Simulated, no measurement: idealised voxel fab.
process module | voxel self aligned vias
cross-section cut | 210 nm wide | cells 5 nm
A cross-section is a grid of square cells, given in bands from the top down. A band is one or more rows of cells.
Each band's line starts with the height of the band's top and of its bottom, in nm. Then come its materials from left to right, each with its width in nm. One material with "throughout" fills the band from edge to edge. "air" is empty space.
Height 0 is the level under which the wafer as received is all one material. The lowest band goes on downwards, as in "0 down".
A width such as "30 to 40" changes by the same amount from each row of cells to the next, from the band's top row to its bottom row.
"no change" after a step means that no cell of the cross-section changed.
closed voids: empty space of 8 cells or more with no open way to the top, each as width x height at its distance from the left edge, in nm
after a step's settings: what the simulator itself notes on the step
overlay nm, on a step with a mask: how far to the right of its planned place the mask lay; to the left if negative
plan
1 op RECEIVE | material Si
2 op CONFORMAL_DEP | material SiO2 | thk nm 15
3 op CONFORMAL_DEP | material SiCN | thk nm 5
4 op DIRECTIONAL_DEP | material lowk | thk nm 25
5 op DIRECTIONAL_DEP | material aC | thk nm 15
6 op PATTERN | tone open | mask id LINES | material resist | width nm 20 | pitch nm 50 | thk nm 35 | overlay nm 0
7 op DIRECTIONAL_ETCH | etch materials aC | depth nm 15
8 op STRIP | etch materials resist
9 op DIRECTIONAL_ETCH | etch materials lowk | depth nm 25
10 op STRIP | etch materials aC
11 op CONFORMAL_DEP | material TiN | thk nm 5
12 op FILL_DEP | material W | thk nm 5
13 op CMP | height nm 45
14 op SELECTIVE_ETCH | etch materials W Ru TiN | depth nm 5
15 op FILL_DEP | material SiN | thk nm 10
16 op CMP | height nm 45
17 op DIRECTIONAL_DEP | material lowk | thk nm 20
18 op PATTERN | tone open | mask id VIAS | material resist | width nm 30 | thk nm 15 | overlay nm 0
19 op DIRECTIONAL_ETCH | etch materials lowk | depth nm 20
20 op DIRECTIONAL_ETCH | etch materials SiN | depth nm 5
21 op STRIP | etch materials resist
22 op CONFORMAL_DEP | material TiN | thk nm 5
23 op FILL_DEP | material Ru | thk nm 10
24 op CMP | height nm 65
25 op CONFORMAL_DEP | material SiCN | thk nm 5
as received, after step 1
  0 down: Si throughout
  closed voids: none
first wafer at the end, as planned
  70 to 65: SiCN throughout
  65 to 50: lowk 65 | TiN 5 | Ru 20 | TiN 5 | lowk 115
  50 to 45: lowk 65 | TiN 10 | Ru 10 | TiN 10 | lowk 115
  45 to 40: lowk 70 | TiN 20 | lowk 30 | SiN 20 | lowk 70
  40 to 25: lowk 70 | TiN 5 | W 10 | TiN 5 | lowk 30 | TiN 5 | W 10 | TiN 5 | lowk 70
  25 to 20: lowk 70 | TiN 20 | lowk 30 | TiN 20 | lowk 70
  20 to 15: SiCN throughout
  15 to 0: SiO2 throughout
  0 down: Si throughout
  closed voids: none
second wafer at the end: like start, like plan, one mistake
  70 to 65: SiCN throughout
  65 to 50: Ru 60 | TiN 5 | lowk 30 | TiN 5 | Ru 110
  50 to 45: TiN 65 | lowk 30 | TiN 30 | Ru 10 | TiN 75
  45 to 40: lowk 70 | SiN 20 | lowk 30 | TiN 20 | lowk 70
  40 to 25: lowk 70 | TiN 5 | W 10 | TiN 5 | lowk 30 | TiN 5 | W 10 | TiN 5 | lowk 70
  25 to 20: lowk 70 | TiN 20 | lowk 30 | TiN 20 | lowk 70
  20 to 15: SiCN throughout
  15 to 0: SiO2 throughout
  0 down: Si throughout
  closed voids: none
what went wrong: step 18 ran as: op PATTERN | tone cover | mask id VIAS | material resist | width nm 30 | thk nm 15 | overlay nm 0
at the end the second wafer has, in cells: 90 more of Ru | 30 more of TiN | 120 fewer of lowk
